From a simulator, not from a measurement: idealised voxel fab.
voxel double patterning: a process module
The width of the displayed cross-section, cut, is 245 nm; its cells are square, with a size of 5 nm.
A cross-section in this document is a grid of square cells, and it is written down as bands, the top band listed before the ones below it; a band is made up of one or more rows of cells.
Band entry format. Leading values: height of top, height of bottom, nm. Remainder: materials in left-to-right order, each with its width in nm. Special words: "everywhere" on a single material, which then fills the band edge to edge; "blank", empty space.
Height is counted from the level 0, under which the received wafer is composed throughout of one material. The lowest of the bands is not closed at the bottom but continues downward, in the notation "from 0 down".
The notation "30..40" denotes a width that varies across the rows of cells in the band, beginning at the first number in the top row, finishing at the second number in the bottom row, and changing by an identical amount from each row to the next.
When a step is marked "left unchanged", none of the cells in the cross-section changed during that step.
Closed-off voids of 8+ cells (no open route to the top) go in "Cavities, closed", written width x height at distance from the left edge, in nm.
What comes after the settings on a step's line is commentary from the simulator itself on that step.
"overlay nm" answers the question of how far to the right of plan the mask lay on a step that has a mask, and when it is negative the answer is to the left.
### Listed below are the process steps as planned
1: RECEIVE, material Si
2: CONFORMAL_DEP, material SiO2, thk nm 10
3: DIRECTIONAL_DEP, material W, thk nm 15
4: DIRECTIONAL_DEP, material SiN, thk nm 5
5: PATTERN, tone open, mask id FIRST, material resist, width nm 15, pitch nm 50, thk nm 20, overlay nm 0
6: DIRECTIONAL_ETCH, etch materials SiN, depth nm 5
7: STRIP, etch materials resist
8: MASKED_ETCH, tone open, mask id SECOND, width nm 15, etch materials SiN, depth nm 5, overlay nm 0
9: DIRECTIONAL_ETCH, etch materials W, depth nm 15
10: STRIP, etch materials SiN
Keep in mind the plan's value for the width nm of step 8 comes from the first wafer; the wafers don't share that setting, but they do share the same starting point.
### Cross-sectional view of the first of several wafers in the as-received condition, corresponding to the state following step 1
* from 0 down  Si everywhere
* Cavities, closed: none
### End-of-module cross-section, first of several wafers, after last step 10
* from 25 to 10  W: 90 | blank: 15 | W: 10 | blank: 15 | W: 10 | blank: 15 | W: 90
* from 10 to 0  SiO2 everywhere
* from 0 down  Si everywhere
* Cavities, closed: none
### Last wafer x-sec, end of module
* from 25 to 10  W: 90 | blank: 15 | W: 5 | blank: 45 | W: 90
* from 10 to 0  SiO2 everywhere
* from 0 down  Si everywhere
* Cavities, closed: none
### Row per wafer, end-of-module: cell gain (+)/loss (-) by material since the wafer came in, then closed voids
width nm 15 | +98 SiO2 | +120 W | Cavities, closed: none
width nm 20 | +98 SiO2 | +117 W | Cavities, closed: none
width nm 25 | +98 SiO2 | +114 W | Cavities, closed: none
width nm 30 | +98 SiO2 | +111 W | Cavities, closed: none
